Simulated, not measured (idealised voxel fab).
process module | voxel wiring stack
cross-section cut | 210 nm wide | cells 5 nm
A cross-section is a grid of square cells, given in bands from the top down. A band is one or more rows of cells.
Each band's line starts with the height of the band's top and of its bottom, in nm. Then come its materials from left to right, each with its width in nm. One material with "throughout" fills the band from edge to edge. "air" is empty space.
Height 0 is the level under which the wafer as received is all one material. The lowest band goes on downwards, as in "0 down".
A width such as "30 to 40" changes by the same amount from each row of cells to the next, from the band's top row to its bottom row.
"no change" after a step means that no cell of the cross-section changed.
closed voids: empty space of 8 cells or more with no open way to the top, each as width x height at its distance from the left edge, in nm
after a step's settings: what the simulator itself notes on the step
overlay nm, on a step with a mask: how far to the right of its planned place the mask lay; to the left if negative
plan
1 op RECEIVE | material Si
2 op CONFORMAL_DEP | material SiO2 | thk nm 10
3 op CONFORMAL_DEP | material SiN | thk nm 5
4 op DIRECTIONAL_DEP | material SiO2 | thk nm 25
5 op DIRECTIONAL_DEP | material aC | thk nm 10
6 op PATTERN | tone open | mask id METAL_1 | material resist | width nm 25 | pitch nm 50 | thk nm 30 | overlay nm 0
7 op DIRECTIONAL_ETCH | etch materials aC | depth nm 10
8 op STRIP | etch materials resist
9 op DIRECTIONAL_ETCH | etch materials SiO2 | depth nm 25
10 op DIRECTIONAL_ETCH | etch materials SiN | depth nm 5
11 op STRIP | etch materials aC
12 op CONFORMAL_DEP | material TiN | thk nm 5
13 op FILL_DEP | material Cu | thk nm 5
14 op CMP | height nm 40
15 op CONFORMAL_DEP | material SiCN | thk nm 5
16 op DIRECTIONAL_DEP | material SiO2 | thk nm 25
17 op MASKED_ETCH | tone open | mask id METAL_2_HOLES | width nm 15 | pitch nm 50 | etch materials SiO2 | depth nm 25 | overlay nm 0
18 op MASKED_ETCH | tone open | mask id METAL_2 | width nm 25 | pitch nm 50 | etch materials SiO2 | depth nm 15 | overlay nm 0
19 op MASKED_ETCH | tone open | mask id METAL_2 | width nm 25 | pitch nm 50 | etch materials SiCN | depth nm 5 | overlay nm 0
20 op CONFORMAL_DEP | material TiN | thk nm 5
21 op FILL_DEP | material Cu | thk nm 10
22 op CMP | height nm 70
23 op CONFORMAL_DEP | material SiCN | thk nm 5
24 op DIRECTIONAL_DEP | material lowk | thk nm 35
25 op PATTERN | tone open | mask id METAL_3 | material resist | width nm 25 | pitch nm 50 | thk nm 15 | overlay nm 0
26 op DIRECTIONAL_ETCH | etch materials lowk | depth nm 20
27 op STRIP | etch materials resist
28 op DIRECTIONAL_DEP | material aC | thk nm 15
29 op PATTERN | tone open | mask id METAL_3_HOLES | material resist | width nm 15 | pitch nm 50 | thk nm 35 | overlay nm 0
30 op DIRECTIONAL_ETCH | etch materials aC | depth nm 15
31 op STRIP | etch materials resist
32 op DIRECTIONAL_ETCH | etch materials lowk | depth nm 15
33 op DIRECTIONAL_ETCH | etch materials SiCN | depth nm 5
34 op STRIP | etch materials aC
35 op CONFORMAL_DEP | material TiN | thk nm 5
36 op FILL_DEP | material Cu | thk nm 5
37 op CMP | height nm 110
38 op CONFORMAL_DEP | material SiN | thk nm 5
first wafer, as planned
as received, after step 1
  0 down: Si throughout
  closed voids: none
after step 2
  10 to 0: SiO2 throughout
  below 0: unchanged
after step 3
  15 to 10: SiN throughout
  below 10: unchanged
after step 4
  40 to 15: SiO2 throughout
  below 15: unchanged
after step 5
  50 to 40: aC throughout
  below 40: unchanged
after step 6
  80 to 50: resist 15 | air 25 | resist 25 | air 25 | resist 25 | air 25 | resist 25 | air 25 | resist 20
  below 50: unchanged
after step 7
  70 to 50: resist 15 | air 25 | resist 25 | air 25 | resist 25 | air 25 | resist 25 | air 25 | resist 20
  50 to 40: aC 15 | air 25 | aC 25 | air 25 | aC 25 | air 25 | aC 25 | air 25 | aC 20
  below 40: unchanged
after step 8
  50 to 40: aC 15 | air 25 | aC 25 | air 25 | aC 25 | air 25 | aC 25 | air 25 | aC 20
  below 40: unchanged
after step 9
  50 to 40: aC 15 | air 25 | aC 25 | air 25 | aC 25 | air 25 | aC 25 | air 25 | aC 20
  40 to 15: SiO2 15 | air 25 | SiO2 25 | air 25 | SiO2 25 | air 25 | SiO2 25 | air 25 | SiO2 20
  below 15: unchanged
after step 10
  50 to 40: aC 15 | air 25 | aC 25 | air 25 | aC 25 | air 25 | aC 25 | air 25 | aC 20
  40 to 15: SiO2 15 | air 25 | SiO2 25 | air 25 | SiO2 25 | air 25 | SiO2 25 | air 25 | SiO2 20
  15 to 10: SiN 15 | air 25 | SiN 25 | air 25 | SiN 25 | air 25 | SiN 25 | air 25 | SiN 20
  below 10: unchanged
after step 11
  40 to 15: SiO2 15 | air 25 | SiO2 25 | air 25 | SiO2 25 | air 25 | SiO2 25 | air 25 | SiO2 20
  below 15: unchanged
after step 12
  45 to 40: TiN 20 | air 15 | TiN 35 | air 15 | TiN 35 | air 15 | TiN 35 | air 15 | TiN 25
  40 to 15: SiO2 15 | TiN 5 | air 15 | TiN 5 | SiO2 25 | TiN 5 | air 15 | TiN 5 | SiO2 25 | TiN 5 | air 15 | TiN 5 | SiO2 25 | TiN 5 | air 15 | TiN 5 | SiO2 20
  15 to 10: SiN 15 | TiN 25 | SiN 25 | TiN 25 | SiN 25 | TiN 25 | SiN 25 | TiN 25 | SiN 20
  below 10: unchanged
after step 13
  50 to 45: Cu throughout
  45 to 40: TiN 20 | Cu 15 | TiN 35 | Cu 15 | TiN 35 | Cu 15 | TiN 35 | Cu 15 | TiN 25
  40 to 15: SiO2 15 | TiN 5 | Cu 15 | TiN 5 | SiO2 25 | TiN 5 | Cu 15 | TiN 5 | SiO2 25 | TiN 5 | Cu 15 | TiN 5 | SiO2 25 | TiN 5 | Cu 15 | TiN 5 | SiO2 20
  below 15: unchanged
after step 14
  40 to 15: SiO2 15 | TiN 5 | Cu 15 | TiN 5 | SiO2 25 | TiN 5 | Cu 15 | TiN 5 | SiO2 25 | TiN 5 | Cu 15 | TiN 5 | SiO2 25 | TiN 5 | Cu 15 | TiN 5 | SiO2 20
  below 15: unchanged
after step 15
  45 to 40: SiCN throughout
  below 40: unchanged
after step 16
  70 to 45: SiO2 throughout
  below 45: unchanged
after step 17
  70 to 45: SiO2 15 | air 15 | SiO2 35 | air 15 | SiO2 35 | air 15 | SiO2 35 | air 15 | SiO2 30
  below 45: unchanged
after step 18
  70 to 55: SiO2 15 | air 25 | SiO2 25 | air 25 | SiO2 25 | air 25 | SiO2 25 | air 25 | SiO2 20
  below 55: unchanged
after step 19
  70 to 55: SiO2 15 | air 25 | SiO2 25 | air 25 | SiO2 25 | air 25 | SiO2 25 | air 25 | SiO2 20
  55 to 45: SiO2 15 | air 15 | SiO2 35 | air 15 | SiO2 35 | air 15 | SiO2 35 | air 15 | SiO2 30
  45 to 40: SiCN 15 | air 15 | SiCN 35 | air 15 | SiCN 35 | air 15 | SiCN 35 | air 15 | SiCN 30
  below 40: unchanged
after step 20
  75 to 70: TiN 20 | air 15 | TiN 35 | air 15 | TiN 35 | air 15 | TiN 35 | air 15 | TiN 25
  70 to 60: SiO2 15 | TiN 5 | air 15 | TiN 5 | SiO2 25 | TiN 5 | air 15 | TiN 5 | SiO2 25 | TiN 5 | air 15 | TiN 5 | SiO2 25 | TiN 5 | air 15 | TiN 5 | SiO2 20
  60 to 55: SiO2 15 | TiN 5 | air 5 | TiN 15 | SiO2 25 | TiN 5 | air 5 | TiN 15 | SiO2 25 | TiN 5 | air 5 | TiN 15 | SiO2 25 | TiN 5 | air 5 | TiN 15 | SiO2 20
  55 to 45: SiO2 15 | TiN 5 | air 5 | TiN 5 | SiO2 35 | TiN 5 | air 5 | TiN 5 | SiO2 35 | TiN 5 | air 5 | TiN 5 | SiO2 35 | TiN 5 | air 5 | TiN 5 | SiO2 30
  45 to 40: SiCN 15 | TiN 15 | SiCN 35 | TiN 15 | SiCN 35 | TiN 15 | SiCN 35 | TiN 15 | SiCN 30
  below 40: unchanged
after step 21
  85 to 75: Cu throughout
  75 to 70: TiN 20 | Cu 15 | TiN 35 | Cu 15 | TiN 35 | Cu 15 | TiN 35 | Cu 15 | TiN 25
  70 to 60: SiO2 15 | TiN 5 | Cu 15 | TiN 5 | SiO2 25 | TiN 5 | Cu 15 | TiN 5 | SiO2 25 | TiN 5 | Cu 15 | TiN 5 | SiO2 25 | TiN 5 | Cu 15 | TiN 5 | SiO2 20
  60 to 55: SiO2 15 | TiN 5 | Cu 5 | TiN 15 | SiO2 25 | TiN 5 | Cu 5 | TiN 15 | SiO2 25 | TiN 5 | Cu 5 | TiN 15 | SiO2 25 | TiN 5 | Cu 5 | TiN 15 | SiO2 20
  55 to 45: SiO2 15 | TiN 5 | Cu 5 | TiN 5 | SiO2 35 | TiN 5 | Cu 5 | TiN 5 | SiO2 35 | TiN 5 | Cu 5 | TiN 5 | SiO2 35 | TiN 5 | Cu 5 | TiN 5 | SiO2 30
  below 45: unchanged
after step 22
  70 to 60: SiO2 15 | TiN 5 | Cu 15 | TiN 5 | SiO2 25 | TiN 5 | Cu 15 | TiN 5 | SiO2 25 | TiN 5 | Cu 15 | TiN 5 | SiO2 25 | TiN 5 | Cu 15 | TiN 5 | SiO2 20
  below 60: unchanged
after step 23
  75 to 70: SiCN throughout
  below 70: unchanged
after step 24
  110 to 75: lowk throughout
  below 75: unchanged
after step 25
  125 to 110: resist 15 | air 25 | resist 25 | air 25 | resist 25 | air 25 | resist 25 | air 25 | resist 20
  below 110: unchanged
after step 26
  125 to 110: resist 15 | air 25 | resist 25 | air 25 | resist 25 | air 25 | resist 25 | air 25 | resist 20
  110 to 90: lowk 15 | air 25 | lowk 25 | air 25 | lowk 25 | air 25 | lowk 25 | air 25 | lowk 20
  below 90: unchanged
after step 27
  110 to 90: lowk 15 | air 25 | lowk 25 | air 25 | lowk 25 | air 25 | lowk 25 | air 25 | lowk 20
  below 90: unchanged
after step 28
  125 to 110: aC 15 | air 25 | aC 25 | air 25 | aC 25 | air 25 | aC 25 | air 25 | aC 20
  110 to 105: lowk 15 | air 25 | lowk 25 | air 25 | lowk 25 | air 25 | lowk 25 | air 25 | lowk 20
  105 to 90: lowk 15 | aC 25 | lowk 25 | aC 25 | lowk 25 | aC 25 | lowk 25 | aC 25 | lowk 20
  below 90: unchanged
after step 29
  160 to 125: resist 15 | air 15 | resist 35 | air 15 | resist 35 | air 15 | resist 35 | air 15 | resist 30
  125 to 110: aC 15 | air 15 | resist 10 | aC 25 | air 15 | resist 10 | aC 25 | air 15 | resist 10 | aC 25 | air 15 | resist 10 | aC 20
  110 to 105: lowk 15 | air 15 | resist 10 | lowk 25 | air 15 | resist 10 | lowk 25 | air 15 | resist 10 | lowk 25 | air 15 | resist 10 | lowk 20
  below 105: unchanged
after step 30
  145 to 125: resist 15 | air 15 | resist 35 | air 15 | resist 35 | air 15 | resist 35 | air 15 | resist 30
  125 to 110: aC 15 | air 15 | resist 10 | aC 25 | air 15 | resist 10 | aC 25 | air 15 | resist 10 | aC 25 | air 15 | resist 10 | aC 20
  110 to 105: lowk 15 | air 15 | resist 10 | lowk 25 | air 15 | resist 10 | lowk 25 | air 15 | resist 10 | lowk 25 | air 15 | resist 10 | lowk 20
  105 to 90: lowk 15 | air 15 | aC 10 | lowk 25 | air 15 | aC 10 | lowk 25 | air 15 | aC 10 | lowk 25 | air 15 | aC 10 | lowk 20
  below 90: unchanged
after step 31
  125 to 110: aC 15 | air 25 | aC 25 | air 25 | aC 25 | air 25 | aC 25 | air 25 | aC 20
  110 to 105: lowk 15 | air 25 | lowk 25 | air 25 | lowk 25 | air 25 | lowk 25 | air 25 | lowk 20
  below 105: unchanged
after step 32
  125 to 110: aC 15 | air 25 | aC 25 | air 25 | aC 25 | air 25 | aC 25 | air 25 | aC 20
  110 to 105: lowk 15 | air 25 | lowk 25 | air 25 | lowk 25 | air 25 | lowk 25 | air 25 | lowk 20
  105 to 90: lowk 15 | air 15 | aC 10 | lowk 25 | air 15 | aC 10 | lowk 25 | air 15 | aC 10 | lowk 25 | air 15 | aC 10 | lowk 20
  90 to 75: lowk 15 | air 15 | lowk 35 | air 15 | lowk 35 | air 15 | lowk 35 | air 15 | lowk 30
  below 75: unchanged
after step 33
  125 to 110: aC 15 | air 25 | aC 25 | air 25 | aC 25 | air 25 | aC 25 | air 25 | aC 20
  110 to 105: lowk 15 | air 25 | lowk 25 | air 25 | lowk 25 | air 25 | lowk 25 | air 25 | lowk 20
  105 to 90: lowk 15 | air 15 | aC 10 | lowk 25 | air 15 | aC 10 | lowk 25 | air 15 | aC 10 | lowk 25 | air 15 | aC 10 | lowk 20
  90 to 75: lowk 15 | air 15 | lowk 35 | air 15 | lowk 35 | air 15 | lowk 35 | air 15 | lowk 30
  75 to 70: SiCN 15 | air 15 | SiCN 35 | air 15 | SiCN 35 | air 15 | SiCN 35 | air 15 | SiCN 30
  below 70: unchanged
after step 34
  110 to 90: lowk 15 | air 25 | lowk 25 | air 25 | lowk 25 | air 25 | lowk 25 | air 25 | lowk 20
  below 90: unchanged
after step 35
  115 to 110: TiN 20 | air 15 | TiN 35 | air 15 | TiN 35 | air 15 | TiN 35 | air 15 | TiN 25
  110 to 95: lowk 15 | TiN 5 | air 15 | TiN 5 | lowk 25 | TiN 5 | air 15 | TiN 5 | lowk 25 | TiN 5 | air 15 | TiN 5 | lowk 25 | TiN 5 | air 15 | TiN 5 | lowk 20
  95 to 90: lowk 15 | TiN 5 | air 5 | TiN 15 | lowk 25 | TiN 5 | air 5 | TiN 15 | lowk 25 | TiN 5 | air 5 | TiN 15 | lowk 25 | TiN 5 | air 5 | TiN 15 | lowk 20
  90 to 75: lowk 15 | TiN 5 | air 5 | TiN 5 | lowk 35 | TiN 5 | air 5 | TiN 5 | lowk 35 | TiN 5 | air 5 | TiN 5 | lowk 35 | TiN 5 | air 5 | TiN 5 | lowk 30
  75 to 70: SiCN 15 | TiN 15 | SiCN 35 | TiN 15 | SiCN 35 | TiN 15 | SiCN 35 | TiN 15 | SiCN 30
  below 70: unchanged
after step 36
  120 to 115: Cu throughout
  115 to 110: TiN 20 | Cu 15 | TiN 35 | Cu 15 | TiN 35 | Cu 15 | TiN 35 | Cu 15 | TiN 25
  110 to 95: lowk 15 | TiN 5 | Cu 15 | TiN 5 | lowk 25 | TiN 5 | Cu 15 | TiN 5 | lowk 25 | TiN 5 | Cu 15 | TiN 5 | lowk 25 | TiN 5 | Cu 15 | TiN 5 | lowk 20
  95 to 90: lowk 15 | TiN 5 | Cu 5 | TiN 15 | lowk 25 | TiN 5 | Cu 5 | TiN 15 | lowk 25 | TiN 5 | Cu 5 | TiN 15 | lowk 25 | TiN 5 | Cu 5 | TiN 15 | lowk 20
  90 to 75: lowk 15 | TiN 5 | Cu 5 | TiN 5 | lowk 35 | TiN 5 | Cu 5 | TiN 5 | lowk 35 | TiN 5 | Cu 5 | TiN 5 | lowk 35 | TiN 5 | Cu 5 | TiN 5 | lowk 30
  below 75: unchanged
after step 37
  110 to 95: lowk 15 | TiN 5 | Cu 15 | TiN 5 | lowk 25 | TiN 5 | Cu 15 | TiN 5 | lowk 25 | TiN 5 | Cu 15 | TiN 5 | lowk 25 | TiN 5 | Cu 15 | TiN 5 | lowk 20
  below 95: unchanged
after step 38
  115 to 110: SiN throughout
  below 110: unchanged
second wafer: like start, like plan, one mistake. Through step 23 it matches the first wafer
when step 24 should have ended
  110 to 70: SiCN throughout
  below 70: unchanged
when step 25 should have ended
  125 to 110: resist 15 | air 25 | resist 25 | air 25 | resist 25 | air 25 | resist 25 | air 25 | resist 20
  below 110: unchanged
when step 26 should have ended: no change
when step 27 should have ended
  110 to 70: SiCN throughout
  below 70: unchanged
when step 28 should have ended
  125 to 110: aC throughout
  below 110: unchanged
when step 29 should have ended
  160 to 125: resist 15 | air 15 | resist 35 | air 15 | resist 35 | air 15 | resist 35 | air 15 | resist 30
  below 125: unchanged
when step 30 should have ended
  145 to 125: resist 15 | air 15 | resist 35 | air 15 | resist 35 | air 15 | resist 35 | air 15 | resist 30
  125 to 110: aC 15 | air 15 | aC 35 | air 15 | aC 35 | air 15 | aC 35 | air 15 | aC 30
  below 110: unchanged
when step 31 should have ended
  125 to 110: aC 15 | air 15 | aC 35 | air 15 | aC 35 | air 15 | aC 35 | air 15 | aC 30
  below 110: unchanged
when step 32 should have ended: no change
when step 33 should have ended
  125 to 110: aC 15 | air 15 | aC 35 | air 15 | aC 35 | air 15 | aC 35 | air 15 | aC 30
  110 to 105: SiCN 15 | air 15 | SiCN 35 | air 15 | SiCN 35 | air 15 | SiCN 35 | air 15 | SiCN 30
  below 105: unchanged
when step 34 should have ended
  110 to 105: SiCN 15 | air 15 | SiCN 35 | air 15 | SiCN 35 | air 15 | SiCN 35 | air 15 | SiCN 30
  below 105: unchanged
when step 35 should have ended
  115 to 110: TiN 20 | air 5 | TiN 45 | air 5 | TiN 45 | air 5 | TiN 45 | air 5 | TiN 35
  110 to 105: SiCN 15 | TiN 15 | SiCN 35 | TiN 15 | SiCN 35 | TiN 15 | SiCN 35 | TiN 15 | SiCN 30
  below 105: unchanged
when step 36 should have ended
  120 to 115: Cu throughout
  115 to 110: TiN 20 | Cu 5 | TiN 45 | Cu 5 | TiN 45 | Cu 5 | TiN 45 | Cu 5 | TiN 35
  below 110: unchanged
when step 37 should have ended
  110 to 105: SiCN 15 | TiN 15 | SiCN 35 | TiN 15 | SiCN 35 | TiN 15 | SiCN 35 | TiN 15 | SiCN 30
  below 105: unchanged
when step 38 should have ended
  115 to 110: SiN throughout
  below 110: unchanged
what went wrong: step 24 ran as: op DIRECTIONAL_DEP | material SiCN | thk nm 35
at the end the second wafer has, in cells: 52 fewer of Cu | 294 more of SiCN | 64 fewer of TiN | 178 fewer of lowk
